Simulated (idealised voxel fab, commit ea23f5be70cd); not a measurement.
Title: Process Module voxel capacitor over wiring
cross-section cut | 260 nm wide | cells 5 nm
We lay out every cross-section as a grid of square cells and spell it out in bands from the top down, where one band means one or more rows of cells. Look at the band entry: it leads with the top's height and the bottom's height in nm. Then it lists the materials left to right, with a width in nm for each. The word "full width" on a single material says that material fills the band edge to edge. The word "blank" is empty space. Height datum 0, below which the as-received substrate wafer is one material. Lowest band open at the bottom, running downward: "0 -> down". Width "30 to 40": first value at the band's top row of cells, second value at its bottom row, equal change from row to row. No cell of the cross-section changed in a step that is given as "no modification". "Sealed void inventory" - sealed voids, min. 8 cells, no opening to top; format: width x height at distance (distance from left edge; nm throughout). Heads up: the bit after the settings on a step's line is the simulator's remark on that step. On any step carrying a mask, the "overlay nm" setting, if present on the step's line, tells how far right of its planned place the mask lay; negative values point to the left.

**Below is the list of planned process steps**
1,RECEIVE (material Si)
2,CONFORMAL_DEP (material SiO2; thk nm 15)
3,CONFORMAL_DEP (material SiCN; thk nm 5)
4,DIRECTIONAL_DEP (material SiO2; thk nm 15)
5,MASKED_ETCH (tone open; mask id METAL_1; width nm 30; pitch nm 100; etch materials SiO2; depth nm 15; overlay nm 0)
6,MASKED_ETCH (tone open; mask id METAL_1; width nm 30; pitch nm 100; etch materials SiCN; depth nm 5; overlay nm 0)
7,CONFORMAL_DEP (material TiN; thk nm 5)
8,FILL_DEP (material Cu; thk nm 5)
9,CMP (height nm 35)
10,EPI (material Ru; thk nm 5)
11,FILL_DEP (material SiCN; thk nm 5)
12,DIRECTIONAL_DEP (material SiO2; thk nm 15)
13,MASKED_ETCH (tone open; mask id PLUG_1; width nm 15; etch materials SiO2; depth nm 15; overlay nm 0)
14,MASKED_ETCH (tone open; mask id PLUG_1; width nm 15; etch materials SiCN; depth nm 5; overlay nm 0)
15,EPI (material Ru; thk nm 10)
16,EPI (material Ru; thk nm 10)
17,DIRECTIONAL_DEP (material TiN; thk nm 5)
18,DIRECTIONAL_DEP (material Al2O3; thk nm 5)
19,DIRECTIONAL_DEP (material TiN; thk nm 10)
20,MASKED_ETCH (tone cover; mask id UPPER_PLATE; width nm 75; etch materials TiN; depth nm 10; overlay nm 0)
21,MASKED_ETCH (tone cover; mask id UPPER_PLATE; width nm 75; etch materials Al2O3; depth nm 5; overlay nm 0)
22,PATTERN (tone cover; mask id LOWER_PLATE; material resist; width nm 85; thk nm 15; overlay nm 0)
23,DIRECTIONAL_ETCH (etch materials TiN; depth nm 5)
24,STRIP (etch materials resist)
25,FILL_DEP (material SiO2; thk nm 20)
26,CMP (height nm 95)
27,PATTERN (tone open; mask id PLUG_2; material resist; width nm 15; thk nm 15; overlay nm 0)
28,DIRECTIONAL_ETCH (etch materials SiO2; depth nm 15)
29,STRIP (etch materials resist)
30,CONFORMAL_DEP (material TiN; thk nm 5)
31,FILL_DEP (material Ru; thk nm 10)
32,CMP (height nm 95)
33,CONFORMAL_DEP (material SiN; thk nm 5)

**Concerning the first of two wafers, which was run in accordance with the plan**

**Cross-section: wafer on arrival = after step 1**
    0 -> down: Si full width
    Sealed void inventory: none

**Cross-section through the wafer, step 2 finished**
    15 -> 0: SiO2 full width
    Below 0, no change.

**Cross-section through the wafer, step 3 finished**
    20 -> 15: SiCN full width
    Below 15, no change.

**Cross-section through the wafer, step 4 finished**
    35 -> 20: SiO2 full width
    Below 20, no change.

**Cross-section through the wafer, step 5 finished**
    35 -> 20: SiO2 65 nm, blank 30 nm, SiO2 70 nm, blank 30 nm, SiO2 65 nm
    Below 20, no change.

**Cross-section through the wafer, step 6 finished**
    35 -> 20: SiO2 65 nm, blank 30 nm, SiO2 70 nm, blank 30 nm, SiO2 65 nm
    20 -> 15: SiCN 65 nm, blank 30 nm, SiCN 70 nm, blank 30 nm, SiCN 65 nm
    Below 15, no change.

**Cross-section through the wafer, step 7 finished**
    40 -> 35: TiN 70 nm, blank 20 nm, TiN 80 nm, blank 20 nm, TiN 70 nm
    35 -> 20: SiO2 65 nm, TiN 5 nm, blank 20 nm, TiN 5 nm, SiO2 70 nm, TiN 5 nm, blank 20 nm, TiN 5 nm, SiO2 65 nm
    20 -> 15: SiCN 65 nm, TiN 30 nm, SiCN 70 nm, TiN 30 nm, SiCN 65 nm
    Below 15, no change.

**Cross-section through the wafer, step 8 finished**
    45 -> 40: Cu full width
    40 -> 35: TiN 70 nm, Cu 20 nm, TiN 80 nm, Cu 20 nm, TiN 70 nm
    35 -> 20: SiO2 65 nm, TiN 5 nm, Cu 20 nm, TiN 5 nm, SiO2 70 nm, TiN 5 nm, Cu 20 nm, TiN 5 nm, SiO2 65 nm
    Below 20, no change.

**Cross-section through the wafer, step 9 finished**
    35 -> 20: SiO2 65 nm, TiN 5 nm, Cu 20 nm, TiN 5 nm, SiO2 70 nm, TiN 5 nm, Cu 20 nm, TiN 5 nm, SiO2 65 nm
    Below 20, no change.

**Cross-section through the wafer, step 10 finished**
    40 -> 35: blank 60 nm, Ru 40 nm, blank 60 nm, Ru 40 nm, blank 60 nm
    Below 35, no change.

**Cross-section through the wafer, step 11 finished**
    45 -> 40: SiCN full width
    40 -> 35: SiCN 60 nm, Ru 40 nm, SiCN 60 nm, Ru 40 nm, SiCN 60 nm
    Below 35, no change.

**Cross-section through the wafer, step 12 finished**
    60 -> 45: SiO2 full width
    Below 45, no change.

**Cross-section through the wafer, step 13 finished**
    60 -> 45: SiO2 80 nm, blank 15 nm, SiO2 165 nm
    Below 45, no change.

**Cross-section through the wafer, step 14 finished**
    60 -> 45: SiO2 80 nm, blank 15 nm, SiO2 165 nm
    45 -> 40: SiCN 80 nm, blank 15 nm, SiCN 165 nm
    Below 40, no change.

**Cross-section through the wafer, step 15 finished**
    60 -> 50: SiO2 80 nm, blank 15 nm, SiO2 165 nm
    50 -> 45: SiO2 80 nm, Ru 15 nm, SiO2 165 nm
    45 -> 40: SiCN 80 nm, Ru 15 nm, SiCN 165 nm
    Below 40, no change.

**Cross-section through the wafer, step 16 finished**
    60 -> 45: SiO2 80 nm, Ru 15 nm, SiO2 165 nm
    Below 45, no change.

**Cross-section through the wafer, step 17 finished**
    65 -> 60: TiN full width
    Below 60, no change.

**Cross-section through the wafer, step 18 finished**
    70 -> 65: Al2O3 full width
    Below 65, no change.

**Cross-section through the wafer, step 19 finished**
    80 -> 70: TiN full width
    Below 70, no change.

**Cross-section through the wafer, step 20 finished**
    80 -> 70: blank 80 nm, TiN 75 nm, blank 105 nm
    Below 70, no change.

**Cross-section through the wafer, step 21 finished**
    80 -> 70: blank 80 nm, TiN 75 nm, blank 105 nm
    70 -> 65: blank 80 nm, Al2O3 75 nm, blank 105 nm
    Below 65, no change.

**Cross-section through the wafer, step 22 finished**
    95 -> 80: blank 75 nm, resist 85 nm, blank 100 nm
    80 -> 70: blank 75 nm, resist 5 nm, TiN 75 nm, resist 5 nm, blank 100 nm
    70 -> 65: blank 75 nm, resist 5 nm, Al2O3 75 nm, resist 5 nm, blank 100 nm
    Below 65, no change.

**Cross-section through the wafer, step 23 finished**
    95 -> 80: blank 75 nm, resist 85 nm, blank 100 nm
    80 -> 70: blank 75 nm, resist 5 nm, TiN 75 nm, resist 5 nm, blank 100 nm
    70 -> 65: blank 75 nm, resist 5 nm, Al2O3 75 nm, resist 5 nm, blank 100 nm
    65 -> 60: blank 75 nm, TiN 85 nm, blank 100 nm
    Below 60, no change.

**Cross-section through the wafer, step 24 finished**
    80 -> 70: blank 80 nm, TiN 75 nm, blank 105 nm
    70 -> 65: blank 80 nm, Al2O3 75 nm, blank 105 nm
    Below 65, no change.

**Cross-section through the wafer, step 25 finished**
    100 -> 80: SiO2 full width
    80 -> 70: SiO2 80 nm, TiN 75 nm, SiO2 105 nm
    70 -> 65: SiO2 80 nm, Al2O3 75 nm, SiO2 105 nm
    65 -> 60: SiO2 75 nm, TiN 85 nm, SiO2 100 nm
    Below 60, no change.

**Cross-section through the wafer, step 26 finished**
    95 -> 80: SiO2 full width
    Below 80, no change.

**Cross-section through the wafer, step 27 finished**
    110 -> 95: resist 90 nm, blank 15 nm, resist 155 nm
    Below 95, no change.

**Cross-section through the wafer, step 28 finished**
    110 -> 95: resist 90 nm, blank 15 nm, resist 155 nm
    95 -> 80: SiO2 90 nm, blank 15 nm, SiO2 155 nm
    Below 80, no change.

**Cross-section through the wafer, step 29 finished**
    95 -> 80: SiO2 90 nm, blank 15 nm, SiO2 155 nm
    Below 80, no change.

**Cross-section through the wafer, step 30 finished**
    100 -> 95: TiN 95 nm, blank 5 nm, TiN 160 nm
    95 -> 85: SiO2 90 nm, TiN 5 nm, blank 5 nm, TiN 5 nm, SiO2 155 nm
    85 -> 80: SiO2 90 nm, TiN 15 nm, SiO2 155 nm
    Below 80, no change.

**Cross-section through the wafer, step 31 finished**
    110 -> 100: Ru full width
    100 -> 95: TiN 95 nm, Ru 5 nm, TiN 160 nm
    95 -> 85: SiO2 90 nm, TiN 5 nm, Ru 5 nm, TiN 5 nm, SiO2 155 nm
    Below 85, no change.

**Cross-section through the wafer, step 32 finished**
    95 -> 85: SiO2 90 nm, TiN 5 nm, Ru 5 nm, TiN 5 nm, SiO2 155 nm
    Below 85, no change.

**Cross-section through the wafer, step 33 finished**
    100 -> 95: SiN full width
    Below 95, no change.

**The remaining wafer, second of the two, started like the first and was run to the same plan, except that one mistake was made along the way; the two coincide through step 4, inclusive**

**Second wafer shown in cross-section at the time step 5 was slated to end**
    35 -> 20: SiO2 60 nm, blank 40 nm, SiO2 60 nm, blank 40 nm, SiO2 60 nm
    Below 20, no change.

**Second wafer shown in cross-section at the time step 6 was slated to end**
    35 -> 20: SiO2 60 nm, blank 40 nm, SiO2 60 nm, blank 40 nm, SiO2 60 nm
    20 -> 15: SiCN 65 nm, blank 30 nm, SiCN 70 nm, blank 30 nm, SiCN 65 nm
    Below 15, no change.

**Second wafer shown in cross-section at the time step 7 was slated to end**
    40 -> 35: TiN 65 nm, blank 30 nm, TiN 70 nm, blank 30 nm, TiN 65 nm
    35 -> 25: SiO2 60 nm, TiN 5 nm, blank 30 nm, TiN 5 nm, SiO2 60 nm, TiN 5 nm, blank 30 nm, TiN 5 nm, SiO2 60 nm
    25 -> 20: SiO2 60 nm, TiN 10 nm, blank 20 nm, TiN 10 nm, SiO2 60 nm, TiN 10 nm, blank 20 nm, TiN 10 nm, SiO2 60 nm
    20 -> 15: SiCN 65 nm, TiN 30 nm, SiCN 70 nm, TiN 30 nm, SiCN 65 nm
    Below 15, no change.

**Second wafer shown in cross-section at the time step 8 was slated to end**
    45 -> 40: Cu full width
    40 -> 35: TiN 65 nm, Cu 30 nm, TiN 70 nm, Cu 30 nm, TiN 65 nm
    35 -> 25: SiO2 60 nm, TiN 5 nm, Cu 30 nm, TiN 5 nm, SiO2 60 nm, TiN 5 nm, Cu 30 nm, TiN 5 nm, SiO2 60 nm
    25 -> 20: SiO2 60 nm, TiN 10 nm, Cu 20 nm, TiN 10 nm, SiO2 60 nm, TiN 10 nm, Cu 20 nm, TiN 10 nm, SiO2 60 nm
    Below 20, no change.

**Second wafer shown in cross-section at the time step 9 was slated to end**
    35 -> 25: SiO2 60 nm, TiN 5 nm, Cu 30 nm, TiN 5 nm, SiO2 60 nm, TiN 5 nm, Cu 30 nm, TiN 5 nm, SiO2 60 nm
    Below 25, no change.

**Second wafer shown in cross-section at the time step 10 was slated to end**
    40 -> 35: blank 55 nm, Ru 50 nm, blank 50 nm, Ru 50 nm, blank 55 nm
    Below 35, no change.

**Second wafer shown in cross-section at the time step 11 was slated to end**
    45 -> 40: SiCN full width
    40 -> 35: SiCN 55 nm, Ru 50 nm, SiCN 50 nm, Ru 50 nm, SiCN 55 nm
    Below 35, no change.

**Second wafer shown in cross-section at the time step 12 was slated to end**
    60 -> 45: SiO2 full width
    Below 45, no change.

**Second wafer shown in cross-section at the time step 13 was slated to end**
    60 -> 45: SiO2 80 nm, blank 15 nm, SiO2 165 nm
    Below 45, no change.

**Second wafer shown in cross-section at the time step 14 was slated to end**
    60 -> 45: SiO2 80 nm, blank 15 nm, SiO2 165 nm
    45 -> 40: SiCN 80 nm, blank 15 nm, SiCN 165 nm
    Below 40, no change.

**Second wafer shown in cross-section at the time step 15 was slated to end**
    60 -> 50: SiO2 80 nm, blank 15 nm, SiO2 165 nm
    50 -> 45: SiO2 80 nm, Ru 15 nm, SiO2 165 nm
    45 -> 40: SiCN 80 nm, Ru 15 nm, SiCN 165 nm
    Below 40, no change.

**Second wafer shown in cross-section at the time step 16 was slated to end**
    60 -> 45: SiO2 80 nm, Ru 15 nm, SiO2 165 nm
    Below 45, no change.

**Second wafer shown in cross-section at the time step 17 was slated to end**
    65 -> 60: TiN full width
    Below 60, no change.

**Second wafer shown in cross-section at the time step 18 was slated to end**
    70 -> 65: Al2O3 full width
    Below 65, no change.

**Second wafer shown in cross-section at the time step 19 was slated to end**
    80 -> 70: TiN full width
    Below 70, no change.

**Second wafer shown in cross-section at the time step 20 was slated to end**
    80 -> 70: blank 80 nm, TiN 75 nm, blank 105 nm
    Below 70, no change.

**Second wafer shown in cross-section at the time step 21 was slated to end**
    80 -> 70: blank 80 nm, TiN 75 nm, blank 105 nm
    70 -> 65: blank 80 nm, Al2O3 75 nm, blank 105 nm
    Below 65, no change.

**Second wafer shown in cross-section at the time step 22 was slated to end**
    95 -> 80: blank 75 nm, resist 85 nm, blank 100 nm
    80 -> 70: blank 75 nm, resist 5 nm, TiN 75 nm, resist 5 nm, blank 100 nm
    70 -> 65: blank 75 nm, resist 5 nm, Al2O3 75 nm, resist 5 nm, blank 100 nm
    Below 65, no change.

**Second wafer shown in cross-section at the time step 23 was slated to end**
    95 -> 80: blank 75 nm, resist 85 nm, blank 100 nm
    80 -> 70: blank 75 nm, resist 5 nm, TiN 75 nm, resist 5 nm, blank 100 nm
    70 -> 65: blank 75 nm, resist 5 nm, Al2O3 75 nm, resist 5 nm, blank 100 nm
    65 -> 60: blank 75 nm, TiN 85 nm, blank 100 nm
    Below 60, no change.

**Second wafer shown in cross-section at the time step 24 was slated to end**
    80 -> 70: blank 80 nm, TiN 75 nm, blank 105 nm
    70 -> 65: blank 80 nm, Al2O3 75 nm, blank 105 nm
    Below 65, no change.

**Second wafer shown in cross-section at the time step 25 was slated to end**
    100 -> 80: SiO2 full width
    80 -> 70: SiO2 80 nm, TiN 75 nm, SiO2 105 nm
    70 -> 65: SiO2 80 nm, Al2O3 75 nm, SiO2 105 nm
    65 -> 60: SiO2 75 nm, TiN 85 nm, SiO2 100 nm
    Below 60, no change.

**Second wafer shown in cross-section at the time step 26 was slated to end**
    95 -> 80: SiO2 full width
    Below 80, no change.

**Second wafer shown in cross-section at the time step 27 was slated to end**
    110 -> 95: resist 90 nm, blank 15 nm, resist 155 nm
    Below 95, no change.

**Second wafer shown in cross-section at the time step 28 was slated to end**
    110 -> 95: resist 90 nm, blank 15 nm, resist 155 nm
    95 -> 80: SiO2 90 nm, blank 15 nm, SiO2 155 nm
    Below 80, no change.

**Second wafer shown in cross-section at the time step 29 was slated to end**
    95 -> 80: SiO2 90 nm, blank 15 nm, SiO2 155 nm
    Below 80, no change.

**Second wafer shown in cross-section at the time step 30 was slated to end**
    100 -> 95: TiN 95 nm, blank 5 nm, TiN 160 nm
    95 -> 85: SiO2 90 nm, TiN 5 nm, blank 5 nm, TiN 5 nm, SiO2 155 nm
    85 -> 80: SiO2 90 nm, TiN 15 nm, SiO2 155 nm
    Below 80, no change.

**Second wafer shown in cross-section at the time step 31 was slated to end**
    110 -> 100: Ru full width
    100 -> 95: TiN 95 nm, Ru 5 nm, TiN 160 nm
    95 -> 85: SiO2 90 nm, TiN 5 nm, Ru 5 nm, TiN 5 nm, SiO2 155 nm
    Below 85, no change.

**Second wafer shown in cross-section at the time step 32 was slated to end**
    95 -> 85: SiO2 90 nm, TiN 5 nm, Ru 5 nm, TiN 5 nm, SiO2 155 nm
    Below 85, no change.

**Second wafer shown in cross-section at the time step 33 was slated to end**
    100 -> 95: SiN full width
    Below 95, no change.
Want to know what went wrong? for step 5, the planned setting was not used; the step was instead run as MASKED_ETCH (tone open; mask id METAL_1; width nm 40; pitch nm 100; etch materials SiO2; depth nm 15; overlay nm 0)
Final cells, second wafer relative to first, materials higher or lower: +8 Cu; +4 Ru; -4 SiCN; -12 SiO2; +4 TiN
